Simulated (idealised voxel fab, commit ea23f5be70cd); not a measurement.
The document below concerns the process module designated voxel self aligned vias.
Cross-section cut: width 290 nm, square cells of 5 nm.
We lay out every cross-section as a grid of square cells and spell it out in bands from the top down, where one band means one or more rows of cells. The entry gives the band's vertical extent as a top height and a bottom height in nm, then its horizontal make-up as materials from left to right, each with a width in nm. "blank" stands for empty space; a single material marked "everywhere" fills the band edge to edge. Beneath 0, the wafer as received is one material, and that level is where height counting begins. The lowest band goes on downward without a bottom; it is written like "0 -> down". Think of "30..40" as a width that walks from the first number to the second as you go down the band, top row to bottom row, taking equal-sized steps from row to row. Basically "no modification" means that step didn't change any cell in the cross-section. Heads up: "Closed void list" only lists the empty pockets with no open path to the top that are 8 cells or more, and it writes them as width x height at distance, distance from the left edge, in nm. On each step's line, the part that comes after the settings is the simulator's own comment on the step. A step line may carry the setting "overlay nm", which, for steps involving a mask, states the distance by which the mask lay to the right of its intended position; negative values denote displacement to the left.
Plan
1. RECEIVE, material Si
2. CONFORMAL_DEP, material SiO2, thk nm 15
3. CONFORMAL_DEP, material SiCN, thk nm 5
4. DIRECTIONAL_DEP, material lowk, thk nm 30
5. DIRECTIONAL_DEP, material aC, thk nm 15
6. PATTERN, tone open, mask id LINES, material resist, width nm 25, pitch nm 60, thk nm 35, overlay nm 0
7. DIRECTIONAL_ETCH, etch materials aC, depth nm 15
8. STRIP, etch materials resist
9. DIRECTIONAL_ETCH, etch materials lowk, depth nm 30
10. STRIP, etch materials aC
11. CONFORMAL_DEP, material TiN, thk nm 5
12. FILL_DEP, material W, thk nm 10
13. CMP, height nm 50
14. SELECTIVE_ETCH, etch materials W Ru TiN, depth nm 5
15. FILL_DEP, material SiN, thk nm 10
16. CMP, height nm 50
17. DIRECTIONAL_DEP, material lowk, thk nm 15
18. MASKED_ETCH, tone open, mask id VIAS, width nm 45, pitch nm 60, etch materials lowk, depth nm 15, overlay nm 0
19. MASKED_ETCH, tone open, mask id VIAS, width nm 45, pitch nm 60, etch materials SiN, depth nm 5, overlay nm 0
20. CONFORMAL_DEP, material TiN, thk nm 5
21. FILL_DEP, material Cu, thk nm 5
22. CMP, height nm 65
23. CONFORMAL_DEP, material SiCN, thk nm 5
Step 1 complete: cross-section of the wafer as received
	0 -> down | Si everywhere
	Closed void list: none
First of two wafers, end-of-module section, run followed plan
	70 -> 65 | SiCN everywhere
	65 -> 55 | lowk=60  TiN=5  Cu=35  TiN=5  lowk=15  TiN=5  Cu=35  TiN=5  lowk=15  TiN=5  Cu=35  TiN=5  lowk=65
	55 -> 50 | lowk=60  TiN=15  Cu=15  TiN=15  lowk=15  TiN=15  Cu=15  TiN=15  lowk=15  TiN=15  Cu=15  TiN=15  lowk=65
	50 -> 45 | lowk=70  TiN=25  lowk=35  TiN=25  lowk=35  TiN=25  lowk=75
	45 -> 25 | lowk=70  TiN=5  W=15  TiN=5  lowk=35  TiN=5  W=15  TiN=5  lowk=35  TiN=5  W=15  TiN=5  lowk=75
	25 -> 20 | lowk=70  TiN=25  lowk=35  TiN=25  lowk=35  TiN=25  lowk=75
	20 -> 15 | SiCN everywhere
	15 -> 0 | SiO2 everywhere
	0 -> down | Si everywhere
	Closed void list: none
Presented here is a cross-section of the second of the two wafers as it stood at the end of the module. It was started in the same manner and assigned the same plan as the first wafer; however, one mistake was made in its execution
	70 -> 65 | SiCN everywhere
	65 -> 50 | lowk=60  TiN=5  Cu=35  TiN=5  lowk=15  TiN=5  Cu=35  TiN=5  lowk=15  TiN=5  Cu=35  TiN=5  lowk=65
	50 -> 45 | lowk=60  TiN=45  lowk=15  TiN=45  lowk=15  TiN=45  lowk=65
	45 -> 35 | lowk=60  TiN=15  W=15  TiN=15  lowk=15  TiN=15  W=15  TiN=15  lowk=15  TiN=15  W=15  TiN=15  lowk=65
	35 -> 25 | lowk=70  TiN=5  W=15  TiN=5  lowk=35  TiN=5  W=15  TiN=5  lowk=35  TiN=5  W=15  TiN=5  lowk=75
	25 -> 20 | lowk=70  TiN=25  lowk=35  TiN=25  lowk=35  TiN=25  lowk=75
	20 -> 15 | SiCN everywhere
	15 -> 0 | SiO2 everywhere
	0 -> down | Si everywhere
	Closed void list: none
Short version of what went wrong: regarding the plan, step 18 was run twice
FYI, end of process, the second wafer has more or fewer cells of some materials than the first: 12 more of Cu, 24 more of TiN, 36 fewer of lowk
